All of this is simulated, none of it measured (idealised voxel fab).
Process module under the name voxel transistor to metal
The cross-section on display is named cut; it measures 165 nm wide, and its cells are 5 nm squares.
Cross-section spec: square-cell grid; bands listed top down; each band is one or more rows.
Band entry format. Leading values: height of top, height of bottom, nm. Remainder: materials in left-to-right order, each with its width in nm. Special words: "everywhere" on a single material, which then fills the band edge to edge; "blank", empty space.
Heights are reckoned from 0. Under this level, the received wafer is all of one material. The bottommost band is open-ended downward, for example "top 0, no bottom".
Width spec "30 to 40" -> top row of cells at first value, bottom row at second value, equal per-row change in between.
A step reported as "nothing got changed" is a step in which no cell of the cross-section changed.
For the entry "Enclosed empty spaces", the listed items are empty spaces with no open way to the top whose size is 8 cells or more; each item follows the pattern width x height at distance, where distance is from the left edge and all three are in nm.
after a step's settings: what the simulator itself notes on the step
overlay nm, on a step with a mask: how far to the right of its planned place the mask lay; to the left if negative

The steps planned for the process are as follows:
step 1: RECEIVE | material Si
step 2: OXIDIZE | depth nm 5
step 3: CONFORMAL_DEP | material SiN | thk nm 15
step 4: MASKED_ETCH | tone cover | mask id ACTIVE | width nm 105 | etch materials SiN | depth nm 15 | overlay nm 0
step 5: MASKED_ETCH | tone cover | mask id ACTIVE | width nm 105 | etch materials SiO2 | depth nm 5 | overlay nm 0
step 6: MASKED_ETCH | tone cover | mask id ACTIVE | width nm 105 | etch materials Si | depth nm 35 | overlay nm 0
step 7: FILL_DEP | material SiO2 | thk nm 10
step 8: CMP | height nm 15
step 9: SELECTIVE_ETCH | etch materials SiO2 | depth nm 15
step 10: STRIP | etch materials SiN
step 11: SELECTIVE_ETCH | etch materials SiO2 | depth nm 5
step 12: OXIDIZE | depth nm 5
step 13: DIRECTIONAL_DEP | material polySi | thk nm 20
step 14: DIRECTIONAL_DEP | material SiCN | thk nm 15
step 15: PATTERN | tone cover | mask id GATE | material resist | width nm 15 | thk nm 15 | overlay nm 0
step 16: DIRECTIONAL_ETCH | etch materials SiCN | depth nm 25
step 17: DIRECTIONAL_ETCH | etch materials polySi | depth nm 30
step 18: STRIP | etch materials resist
step 19: CONFORMAL_DEP | material SiN | thk nm 5
step 20: DIRECTIONAL_ETCH | etch materials SiN | depth nm 5
step 21: DIRECTIONAL_ETCH | etch materials SiO2 | depth nm 5
step 22: DIRECTIONAL_ETCH | etch materials Si | depth nm 15
step 23: EPI | material SiGe | thk nm 15
step 24: FILL_DEP | material SiO2 | thk nm 5
step 25: CMP | height nm 30
step 26: DIRECTIONAL_DEP | material SiO2 | thk nm 10
step 27: DIRECTIONAL_DEP | material aC | thk nm 10
step 28: PATTERN | tone open | mask id CONTACT | material resist | width nm 20 | pitch nm 75 | thk nm 25 | overlay nm 0
step 29: DIRECTIONAL_ETCH | etch materials aC | depth nm 10
step 30: STRIP | etch materials resist
step 31: DIRECTIONAL_ETCH | etch materials SiO2 | depth nm 50
step 32: STRIP | etch materials aC
step 33: CONFORMAL_DEP | material TiN | thk nm 5
step 34: FILL_DEP | material Ru | thk nm 5
step 35: CMP | height nm 40
step 36: DIRECTIONAL_DEP | material TiN | thk nm 5
step 37: DIRECTIONAL_DEP | material Ru | thk nm 25
step 38: PATTERN | tone cover | mask id METAL_1 | material resist | width nm 20 | pitch nm 75 | thk nm 15 | overlay nm 0
step 39: DIRECTIONAL_ETCH | etch materials Ru | depth nm 25
step 40: DIRECTIONAL_ETCH | etch materials TiN | depth nm 5
step 41: STRIP | etch materials resist
step 42: CONFORMAL_DEP | material SiCN | thk nm 5
step 43: FILL_DEP | material SiO2 | thk nm 10
step 44: CMP | height nm 70
step 45: CONFORMAL_DEP | material SiN | thk nm 5

Shown in cross-section is the wafer as received, that is, as it stands after step 1:
> top 0, no bottom: Si everywhere
> Enclosed empty spaces: none

Starting structure and process plan are as shown above, but one mistake was made in running the module; the wafer cross-section at the end of the module follows:
> top 75, bottom 70: SiN everywhere
> top 70, bottom 45: SiO2: 30, SiCN: 5, Ru: 20, SiCN: 5, SiO2: 45, SiCN: 5, Ru: 20, SiCN: 5, SiO2: 30
> top 45, bottom 40: SiCN: 35, TiN: 20, SiCN: 55, TiN: 20, SiCN: 35
> top 40, bottom 30: SiO2: 35, TiN: 5, Ru: 10, TiN: 5, SiO2: 55, TiN: 5, Ru: 10, TiN: 5, SiO2: 35
> top 30, bottom 15: SiO2: 35, TiN: 5, Ru: 10, TiN: 5, SiO2: 10, SiN: 5, SiCN: 25, SiN: 5, SiO2: 10, TiN: 5, Ru: 10, TiN: 5, SiO2: 35
> top 15, bottom 5: SiO2: 35, TiN: 5, Ru: 10 to 5, TiN: 5 to 10, SiO2: 10, SiN: 5, polySi: 25, SiN: 5, SiO2: 10, TiN: 5 to 10, Ru: 10 to 5, TiN: 5, SiO2: 35
> top 5, bottom -5: SiO2: 35, TiN: 5, Ru: 5, TiN: 5, SiGe: 15, SiN: 5, polySi: 25, SiN: 5, SiGe: 15, TiN: 5, Ru: 5, TiN: 5, SiO2: 35
> top -5, bottom -10: SiO2: 35, TiN: 15, SiGe: 15, SiO2: 35, SiGe: 15, TiN: 15, SiO2: 35
> top -10, bottom -25: SiO2: 30, SiGe: 35, Si: 35, SiGe: 35, SiO2: 30
> top -25, bottom -40: SiO2: 30, Si: 105, SiO2: 30
> top -40, no bottom: Si everywhere
> Enclosed empty spaces: none
Against the plan, the run slipped here: note that step 15 departed from the planned setting and was carried out as PATTERN | tone cover | mask id GATE | material resist | width nm 25 | thk nm 15 | overlay nm 0
